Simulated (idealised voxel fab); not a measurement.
The document below concerns the process module designated voxel double patterning.
This is section cut - it's 220 nm across, gridded in 5 nm square cells.
Cross-sections here: square-cell grids, written as top-down lists of bands, a band being one or more rows of cells.
Each band's line starts with the height of the band's top and of its bottom, in nm. Then come its materials from left to right, each with its width in nm. One material with "edge to edge" fills the band from edge to edge. "empty" is empty space.
Heights are expressed relative to 0, this being the level below which the as-received wafer comprises one material exclusively. The lowest band is unbounded in the downward direction and is denoted as in "top 0, no bottom".
A two-number width, for instance "30 to 40", indicates that the width is equal to the first number in the top row of the band and to the second number in the bottom row, and that it changes by a constant amount per row of cells.
"nothing was modified" -> step changed no cross-section cell.
For the entry "Closed void listing", the listed items are empty spaces with no open way to the top whose size is 8 cells or more; each item follows the pattern width x height at distance, where distance is from the left edge and all three are in nm.
On a step's line, text after the settings is the simulator commenting on that step.
overlay nm: right-of-plan distance of the mask on a masked step; negative values mean left-of-plan.

**The planned process steps are enumerated hereunder**
1 RECEIVE | material Si
2 CONFORMAL_DEP | material SiO2 | thk nm 10
3 DIRECTIONAL_DEP | material TiN | thk nm 20
4 DIRECTIONAL_DEP | material SiN | thk nm 10
5 PATTERN | tone open | mask id FIRST | material resist | width nm 15 | pitch nm 50 | thk nm 15 | overlay nm 0
6 DIRECTIONAL_ETCH | etch materials SiN | depth nm 10
7 STRIP | etch materials resist
8 DIRECTIONAL_DEP | material aC | thk nm 15
9 PATTERN | tone open | mask id SECOND | material resist | width nm 15 | thk nm 35 | overlay nm 0
10 DIRECTIONAL_ETCH | etch materials aC | depth nm 15
11 STRIP | etch materials resist
12 DIRECTIONAL_ETCH | etch materials SiN | depth nm 10
13 STRIP | etch materials aC
14 DIRECTIONAL_ETCH | etch materials TiN | depth nm 20
15 STRIP | etch materials SiN

**Incoming wafer in cross-section (state: after step 1)**
> top 0, no bottom = Si edge to edge
> Closed void listing: none

**Starting structure and process plan are as shown above, but one mistake was made in running the module; the wafer cross-section at the end of the module follows**
> top 30, bottom 10 = TiN: 75, then empty: 20, then TiN: 5, then empty: 15, then TiN: 10, then empty: 20, then TiN: 75
> top 10, bottom 0 = SiO2 edge to edge
> top 0, no bottom = Si edge to edge
> Closed void listing: none
Deviation from plan: step 5 ran differently from the plan; actual operation with settings: PATTERN | tone open | mask id FIRST | material resist | width nm 20 | pitch nm 50 | thk nm 15 | overlay nm 0
